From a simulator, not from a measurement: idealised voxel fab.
process module | voxel ribs on slabs
cross-section cut | 295 nm wide | cells 5 nm
A cross-section is a grid of square cells, given in bands from the top down. A band is one or more rows of cells.
Each band's line starts with the height of the band's top and of its bottom, in nm. Then come its materials from left to right, each with its width in nm. One material with "throughout" fills the band from edge to edge. "air" is empty space.
Height 0 is the level under which the wafer as received is all one material. The lowest band goes on downwards, as in "0 down".
A width such as "30 to 40" changes by the same amount from each row of cells to the next, from the band's top row to its bottom row.
"no change" after a step means that no cell of the cross-section changed.
closed voids: empty space of 8 cells or more with no open way to the top, each as width x height at its distance from the left edge, in nm
after a step's settings: what the simulator itself notes on the step
overlay nm, on a step with a mask: how far to the right of its planned place the mask lay; to the left if negative
plan
1 op RECEIVE | material Si
2 op DIRECTIONAL_DEP | material SiO2 | thk nm 25
3 op DIRECTIONAL_DEP | material SiN | thk nm 25
4 op PATTERN | tone cover | mask id RIB | material resist | width nm 25 | thk nm 20 | overlay nm 0
5 op DIRECTIONAL_ETCH | etch materials SiN | depth nm 15
6 op STRIP | etch materials resist
7 op MASKED_ETCH | tone cover | mask id SLAB | width nm 85 | etch materials SiN | depth nm 10 | overlay nm 0
8 op FILL_DEP | material SiO2 | thk nm 25
9 op CMP | height nm 65
10 op DIRECTIONAL_DEP | material TiN | thk nm 5
11 op PATTERN | tone cover | mask id HEATER | material resist | width nm 25 | thk nm 15 | overlay nm 0
12 op DIRECTIONAL_ETCH | etch materials TiN | depth nm 5
13 op STRIP | etch materials resist
14 op CONFORMAL_DEP | material SiN | thk nm 5
varied across the wafers: width nm of step 11. The plan shows the first wafer's value. All wafers start alike
first wafer as received, after step 1
  0 down: Si throughout
  closed voids: none
each wafer at the end: cells of each material gained (+) or lost (-) since it was received, then its closed voids
width nm 25 | +110 SiN | +718 SiO2 | +5 TiN | closed voids: none
width nm 30 | +110 SiN | +718 SiO2 | +6 TiN | closed voids: none
width nm 35 | +110 SiN | +718 SiO2 | +7 TiN | closed voids: none
width nm 40 | +110 SiN | +718 SiO2 | +8 TiN | closed voids: none
width nm 45 | +110 SiN | +718 SiO2 | +9 TiN | closed voids: none
width nm 50 | +110 SiN | +718 SiO2 | +10 TiN | closed voids: none
